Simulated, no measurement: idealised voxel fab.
You're looking at the process module voxel ribs on slabs.
This is section cut - it's 145 nm across, gridded in 5 nm square cells.
A cross-section is written here as square cells arranged in a grid, and it is given in bands from the top down, each band taking up one or more rows of cells.
Read a band's entry like this: the first values are the height of its top and the height of its bottom in nm, and what follows is the sequence of materials from left to right, each with its width in nm. Note that "empty" is empty space, and that a single material marked "full width" reaches across the band from edge to edge.
Note: height 0 marks the level under which the wafer is uniformly one material as received. Lowest band unbounded below, written "0 -> down".
Top row gets the first number, bottom row gets the second, and each row in between changes by the same step: that is how a band width like "30->40" works.
Step note "no alteration" = no cross-section cell changed.
Entry "Enclosed cavity list" = empty spaces >= 8 cells with no open way to the top; each as width x height at distance, distance from left edge, all nm.
Read whatever lies past the settings on a step's line as the simulator's own remark about the step.
What "overlay nm" on a step's line means: if the step has a mask, that mask lay this far to the right of its planned place, or, when the value is negative, to the left.

-- The following list gives the planned process steps
1) RECEIVE, material Si
2) DIRECTIONAL_DEP, material SiO2, thk nm 25
3) DIRECTIONAL_DEP, material SiN, thk nm 20
4) DIRECTIONAL_DEP, material aC, thk nm 15
5) PATTERN, tone cover, mask id RIB, material resist, width nm 30, thk nm 35, overlay nm 0
6) DIRECTIONAL_ETCH, etch materials aC, depth nm 15
7) STRIP, etch materials resist
8) DIRECTIONAL_ETCH, etch materials SiN, depth nm 5
9) STRIP, etch materials aC
10) PATTERN, tone cover, mask id SLAB, material resist, width nm 90, thk nm 20, overlay nm 0
11) DIRECTIONAL_ETCH, etch materials SiN, depth nm 15
12) STRIP, etch materials resist
13) FILL_DEP, material SiO2, thk nm 15
14) CMP, height nm 55
15) DIRECTIONAL_DEP, material TiN, thk nm 5
16) MASKED_ETCH, tone cover, mask id HEATER, width nm 40, etch materials TiN, depth nm 5, overlay nm 0
17) CONFORMAL_DEP, material SiO2, thk nm 10

-- As received (post step 1): cross-section
- 0 -> down  Si full width
- Enclosed cavity list: none

-- Here's the cross-section of the first of our two wafers at the end of the module - it ran as planned
- 70 -> 65  empty (40) | SiO2 (60) | empty (45)
- 65 -> 60  SiO2 full width
- 60 -> 55  SiO2 (50) | TiN (40) | SiO2 (55)
- 55 -> 45  SiO2 full width
- 45 -> 40  SiO2 (55) | SiN (30) | SiO2 (60)
- 40 -> 25  SiO2 (25) | SiN (90) | SiO2 (30)
- 25 -> 0  SiO2 full width
- 0 -> down  Si full width
- Enclosed cavity list: none

-- Cross-section of the latter of the two wafers at module completion. It had an identical start and an identical plan to the former; in running it, one mistake was made
- 70 -> 65  empty (40) | SiO2 (60) | empty (45)
- 65 -> 60  SiO2 full width
- 60 -> 55  SiO2 (50) | TiN (40) | SiO2 (55)
- 55 -> 45  SiO2 (25) | SiN (90) | SiO2 (30)
- 45 -> 25  SiN full width
- 25 -> 0  SiO2 full width
- 0 -> down  Si full width
- Enclosed cavity list: none
It is concluded that the wafer was processed incorrectly with respect to the plan, in that in the plan, step 3 was performed twice
Final difference in cells, second wafer against first, listed per material as more or fewer: SiN: 92 more; SiO2: 92 fewer
